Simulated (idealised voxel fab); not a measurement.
You're looking at the process module voxel trench capacitor.
Section shown: cut. Width: 285 nm. Cell size: 5 nm, square.
Cross-section format: a grid of square cells, given as bands from top to bottom; each band is one or more rows of cells.
Band entry format. Leading values: height of top, height of bottom, nm. Remainder: materials in left-to-right order, each with its width in nm. Special words: "all across" on a single material, which then fills the band edge to edge; "empty", empty space.
Heights from 0 (as-received wafer is one material below). Bottom band endless downward, as "0..down".
A width such as "30..40" changes by the same amount from each row of cells to the next, from the band's top row to its bottom row.
"nothing altered" for a step: no cell of the cross-section changed in that step.
Look at "Cavities, sealed" for the closed voids: empty spaces with no open path to the top, sized 8 cells or up. Each is width x height at distance, distance from the left edge, all nm.
Read whatever lies past the settings on a step's line as the simulator's own remark about the step.
overlay nm: on a step with a mask, how far right of its planned place the mask lay; negative means left.
## plan
| 1 | RECEIVE, material Si |
| 2 | CONFORMAL_DEP, material SiN, thk nm 5 |
| 3 | MASKED_ETCH, tone open, mask id TRENCH, width nm 30, pitch nm 50, etch materials SiN, depth nm 5, overlay nm 0 |
| 4 | MASKED_ETCH, tone open, mask id TRENCH, width nm 30, pitch nm 50, etch materials Si, depth nm 25, overlay nm 0 |
| 5 | CONFORMAL_DEP, material HfO2, thk nm 5 |
| 6 | CONFORMAL_DEP, material TiN, thk nm 5 |
| 7 | FILL_DEP, material W, thk nm 5 |
| 8 | CMP, height nm 5 |
## Account of the first of two wafers, which was processed as intended
## This is the cross-section of the wafer as we received it, i.e. after step 1
- 0..down = Si all across
- Cavities, sealed: none
## Presented here is a cross-section of the wafer after step 2 has been performed
- 5..0 = SiN all across
- Below a height of 0, the structure has not been altered.
## Presented here is a cross-section of the wafer after step 3 has been performed
- 5..0 = 100 SiN; 30 empty; 20 SiN; 30 empty; 105 SiN
- Below a height of 0, the structure has not been altered.
## Presented here is a cross-section of the wafer after step 4 has been performed
- 5..0 = 100 SiN; 30 empty; 20 SiN; 30 empty; 105 SiN
- 0..-25 = 100 Si; 30 empty; 20 Si; 30 empty; 105 Si
- Below a height of -25, the structure has not been altered.
## Presented here is a cross-section of the wafer after step 5 has been performed
- 10..5 = 105 HfO2; 20 empty; 30 HfO2; 20 empty; 110 HfO2
- 5..0 = 100 SiN; 5 HfO2; 20 empty; 5 HfO2; 20 SiN; 5 HfO2; 20 empty; 5 HfO2; 105 SiN
- 0..-20 = 100 Si; 5 HfO2; 20 empty; 5 HfO2; 20 Si; 5 HfO2; 20 empty; 5 HfO2; 105 Si
- -20..-25 = 100 Si; 30 HfO2; 20 Si; 30 HfO2; 105 Si
- Below a height of -25, the structure has not been altered.
## Presented here is a cross-section of the wafer after step 6 has been performed
- 15..10 = 110 TiN; 10 empty; 40 TiN; 10 empty; 115 TiN
- 10..5 = 105 HfO2; 5 TiN; 10 empty; 5 TiN; 30 HfO2; 5 TiN; 10 empty; 5 TiN; 110 HfO2
- 5..0 = 100 SiN; 5 HfO2; 5 TiN; 10 empty; 5 TiN; 5 HfO2; 20 SiN; 5 HfO2; 5 TiN; 10 empty; 5 TiN; 5 HfO2; 105 SiN
- 0..-15 = 100 Si; 5 HfO2; 5 TiN; 10 empty; 5 TiN; 5 HfO2; 20 Si; 5 HfO2; 5 TiN; 10 empty; 5 TiN; 5 HfO2; 105 Si
- -15..-20 = 100 Si; 5 HfO2; 20 TiN; 5 HfO2; 20 Si; 5 HfO2; 20 TiN; 5 HfO2; 105 Si
- Below a height of -20, the structure has not been altered.
## Presented here is a cross-section of the wafer after step 7 has been performed
- 20..15 = W all across
- 15..10 = 110 TiN; 10 W; 40 TiN; 10 W; 115 TiN
- 10..5 = 105 HfO2; 5 TiN; 10 W; 5 TiN; 30 HfO2; 5 TiN; 10 W; 5 TiN; 110 HfO2
- 5..0 = 100 SiN; 5 HfO2; 5 TiN; 10 W; 5 TiN; 5 HfO2; 20 SiN; 5 HfO2; 5 TiN; 10 W; 5 TiN; 5 HfO2; 105 SiN
- 0..-15 = 100 Si; 5 HfO2; 5 TiN; 10 W; 5 TiN; 5 HfO2; 20 Si; 5 HfO2; 5 TiN; 10 W; 5 TiN; 5 HfO2; 105 Si
- Below a height of -15, the structure has not been altered.
## Presented here is a cross-section of the wafer after step 8 has been performed
- 5..0 = 100 SiN; 5 HfO2; 5 TiN; 10 W; 5 TiN; 5 HfO2; 20 SiN; 5 HfO2; 5 TiN; 10 W; 5 TiN; 5 HfO2; 105 SiN
- Below a height of 0, the structure has not been altered.
## The remaining wafer, second of the two, started like the first and was run to the same plan, except that one mistake was made along the way; the two coincide through step 4, inclusive
## Second wafer, section view, time point: scheduled end of step 5
- 10..5 = 105 TiN; 20 empty; 30 TiN; 20 empty; 110 TiN
- 5..0 = 100 SiN; 5 TiN; 20 empty; 5 TiN; 20 SiN; 5 TiN; 20 empty; 5 TiN; 105 SiN
- 0..-20 = 100 Si; 5 TiN; 20 empty; 5 TiN; 20 Si; 5 TiN; 20 empty; 5 TiN; 105 Si
- -20..-25 = 100 Si; 30 TiN; 20 Si; 30 TiN; 105 Si
- Below a height of -25, the structure has not been altered.
## Second wafer, section view, time point: scheduled end of step 6
- 15..5 = 110 TiN; 10 empty; 40 TiN; 10 empty; 115 TiN
- 5..0 = 100 SiN; 10 TiN; 10 empty; 10 TiN; 20 SiN; 10 TiN; 10 empty; 10 TiN; 105 SiN
- 0..-15 = 100 Si; 10 TiN; 10 empty; 10 TiN; 20 Si; 10 TiN; 10 empty; 10 TiN; 105 Si
- -15..-25 = 100 Si; 30 TiN; 20 Si; 30 TiN; 105 Si
- Below a height of -25, the structure has not been altered.
## Second wafer, section view, time point: scheduled end of step 7
- 20..15 = W all across
- 15..5 = 110 TiN; 10 W; 40 TiN; 10 W; 115 TiN
- 5..0 = 100 SiN; 10 TiN; 10 W; 10 TiN; 20 SiN; 10 TiN; 10 W; 10 TiN; 105 SiN
- 0..-15 = 100 Si; 10 TiN; 10 W; 10 TiN; 20 Si; 10 TiN; 10 W; 10 TiN; 105 Si
- Below a height of -15, the structure has not been altered.
## Second wafer, section view, time point: scheduled end of step 8
- 5..0 = 100 SiN; 10 TiN; 10 W; 10 TiN; 20 SiN; 10 TiN; 10 W; 10 TiN; 105 SiN
- Below a height of 0, the structure has not been altered.
Where did the run depart from the plan? step 5 did not use the planned setting and instead ran as CONFORMAL_DEP, material TiN, thk nm 5
Per the end-of-run cell counts, the second wafer holds more or fewer of some materials than the first: HfO2 -32, TiN +32
